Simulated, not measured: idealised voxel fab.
This is a process module. Its name is voxel gate over fins.
This is section cut - it's 265 nm across, gridded in 5 nm square cells.
Just so we're on the same page, the cross-sections are grids of square cells, and they're listed out in bands top to bottom, each band one or more rows deep. This entry defines a band. It first specifies the height of the band's top and the height of its bottom in nm, and then specifies the band's materials from left to right, stating each material with its width in nm. The word "throughout" identifies a single material that fills the band from edge to edge, while the word "air" identifies empty space. The reference from which all heights are counted is 0, the level beneath which the as-received wafer is entirely one material; the lowest band, having no lower bound, proceeds downward and is written after the example "from 0 down". A width such as "30..40" changes by the same amount from each row of cells to the next, from the band's top row to its bottom row. It should be understood that the words "changes: none", when stated for a given step, signify that the cross-section underwent no change in any of its cells during that step. Empty spaces counting at least 8 cells and having no open way to the top are listed in "Voids, fully enclosed". The notation width x height at distance is used for each, the distance being from the left edge and all three values in nm. Read whatever lies past the settings on a step's line as the simulator's own remark about the step. On any step carrying a mask, the "overlay nm" setting, if present on the step's line, tells how far right of its planned place the mask lay; negative values point to the left.
-- These are the steps we planned for the process
- 1: RECEIVE (material Si)
- 2: CONFORMAL_DEP (material SiN; thk nm 5)
- 3: MASKED_ETCH (tone cover; mask id FINS; width nm 15; pitch nm 50; etch materials SiN; depth nm 5; overlay nm 0)
- 4: MASKED_ETCH (tone cover; mask id FINS; width nm 15; pitch nm 50; etch materials Si; depth nm 35; overlay nm 0)
- 5: FILL_DEP (material SiO2; thk nm 5)
- 6: CMP (height nm 5)
- 7: DIRECTIONAL_DEP (material aC; thk nm 15)
- 8: PATTERN (tone open; mask id RAIL; material resist; width nm 15; thk nm 35; overlay nm -15)
- 9: DIRECTIONAL_ETCH (etch materials aC; depth nm 15)
- 10: STRIP (etch materials resist)
- 11: DIRECTIONAL_ETCH (etch materials SiO2; depth nm 35)
- 12: STRIP (etch materials aC)
- 13: CONFORMAL_DEP (material TiN; thk nm 5)
- 14: FILL_DEP (material W; thk nm 5)
- 15: CMP (height nm 5)
- 16: SELECTIVE_ETCH (etch materials W Ru TiN; depth nm 30)
- 17: FILL_DEP (material SiO2; thk nm 5)
- 18: CMP (height nm 5)
- 19: SELECTIVE_ETCH (etch materials SiO2; depth nm 20)
- 20: STRIP (etch materials SiN)
- 21: CONFORMAL_DEP (material HfO2; thk nm 5)
- 22: CONFORMAL_DEP (material TiN; thk nm 5)
- 23: FILL_DEP (material W; thk nm 15)
- 24: CMP (height nm 20)
- 25: CONFORMAL_DEP (material SiN; thk nm 10)
Keep in mind the plan's value for the overlay nm of step 8 comes from the first wafer; the wafers don't share that setting, but they do share the same starting point.
-- Cut through the first of several wafers as received, post step 1
> from 0 down = Si throughout
> Voids, fully enclosed: none
-- Cross-section of the first of several wafers once the module has run through its last step, step 25
> from 30 to 20 = SiN throughout
> from 20 to 10 = W throughout
> from 10 to 5 = 65 of W / 35 of TiN / 15 of W / 35 of TiN / 15 of W / 35 of TiN / 65 of W
> from 5 to 0 = 65 of W / 5 of TiN / 25 of HfO2 / 5 of TiN / 15 of W / 5 of TiN / 25 of HfO2 / 5 of TiN / 15 of W / 5 of TiN / 25 of HfO2 / 5 of TiN / 65 of W
> from 0 to -5 = 65 of W / 5 of TiN / 5 of HfO2 / 15 of Si / 5 of HfO2 / 5 of TiN / 15 of W / 5 of TiN / 5 of HfO2 / 15 of Si / 5 of HfO2 / 5 of TiN / 15 of W / 5 of TiN / 5 of HfO2 / 15 of Si / 5 of HfO2 / 5 of TiN / 65 of W
> from -5 to -10 = 70 of TiN / 5 of HfO2 / 15 of Si / 5 of HfO2 / 25 of TiN / 5 of HfO2 / 15 of Si / 5 of HfO2 / 25 of TiN / 5 of HfO2 / 15 of Si / 5 of HfO2 / 70 of TiN
> from -10 to -15 = 75 of HfO2 / 15 of Si / 35 of HfO2 / 15 of Si / 35 of HfO2 / 15 of Si / 75 of HfO2
> from -15 to -25 = 75 of SiO2 / 15 of Si / 35 of SiO2 / 15 of Si / 35 of SiO2 / 15 of Si / 75 of SiO2
> from -25 to -30 = 75 of SiO2 / 15 of Si / 10 of TiN / 25 of SiO2 / 15 of Si / 35 of SiO2 / 15 of Si / 75 of SiO2
> from -30 to -35 = 75 of SiO2 / 15 of Si / 35 of SiO2 / 15 of Si / 35 of SiO2 / 15 of Si / 75 of SiO2
> from -35 down = Si throughout
> Voids, fully enclosed: none
-- Last wafer of the set, cross-sectioned at end of module
> from 30 to 20 = SiN throughout
> from 20 to 10 = W throughout
> from 10 to 5 = 65 of W / 35 of TiN / 15 of W / 35 of TiN / 15 of W / 35 of TiN / 65 of W
> from 5 to 0 = 65 of W / 5 of TiN / 25 of HfO2 / 5 of TiN / 15 of W / 5 of TiN / 25 of HfO2 / 5 of TiN / 15 of W / 5 of TiN / 25 of HfO2 / 5 of TiN / 65 of W
> from 0 to -5 = 65 of W / 5 of TiN / 5 of HfO2 / 15 of Si / 5 of HfO2 / 5 of TiN / 15 of W / 5 of TiN / 5 of HfO2 / 15 of Si / 5 of HfO2 / 5 of TiN / 15 of W / 5 of TiN / 5 of HfO2 / 15 of Si / 5 of HfO2 / 5 of TiN / 65 of W
> from -5 to -10 = 70 of TiN / 5 of HfO2 / 15 of Si / 5 of HfO2 / 25 of TiN / 5 of HfO2 / 15 of Si / 5 of HfO2 / 25 of TiN / 5 of HfO2 / 15 of Si / 5 of HfO2 / 70 of TiN
> from -10 to -15 = 75 of HfO2 / 15 of Si / 35 of HfO2 / 15 of Si / 35 of HfO2 / 15 of Si / 75 of HfO2
> from -15 to -25 = 75 of SiO2 / 15 of Si / 35 of SiO2 / 15 of Si / 35 of SiO2 / 15 of Si / 75 of SiO2
> from -25 to -30 = 75 of SiO2 / 15 of Si / 25 of SiO2 / 10 of TiN / 15 of Si / 35 of SiO2 / 15 of Si / 75 of SiO2
> from -30 to -35 = 75 of SiO2 / 15 of Si / 35 of SiO2 / 15 of Si / 35 of SiO2 / 15 of Si / 75 of SiO2
> from -35 down = Si throughout
> Voids, fully enclosed: none
-- Every row in this table is a wafer at the end of the module, and it gives, for each of the materials, the cells that wafer has gained (+) or lost (-) since it was received, then its closed voids
overlay nm -15, +71 HfO2, -308 Si, +106 SiN, +174 SiO2, +73 TiN, +202 W, Voids, fully enclosed: none
overlay nm -10, +71 HfO2, -308 Si, +106 SiN, +173 SiO2, +74 TiN, +202 W, Voids, fully enclosed: none
overlay nm -5, +71 HfO2, -308 Si, +106 SiN, +173 SiO2, +74 TiN, +202 W, Voids, fully enclosed: none
overlay nm 0, +71 HfO2, -308 Si, +106 SiN, +173 SiO2, +74 TiN, +202 W, Voids, fully enclosed: none
overlay nm 5, +71 HfO2, -308 Si, +106 SiN, +173 SiO2, +74 TiN, +202 W, Voids, fully enclosed: none
overlay nm 10, +71 HfO2, -308 Si, +106 SiN, +173 SiO2, +74 TiN, +202 W, Voids, fully enclosed: none
overlay nm 15, +71 HfO2, -308 Si, +106 SiN, +174 SiO2, +73 TiN, +202 W, Voids, fully enclosed: none
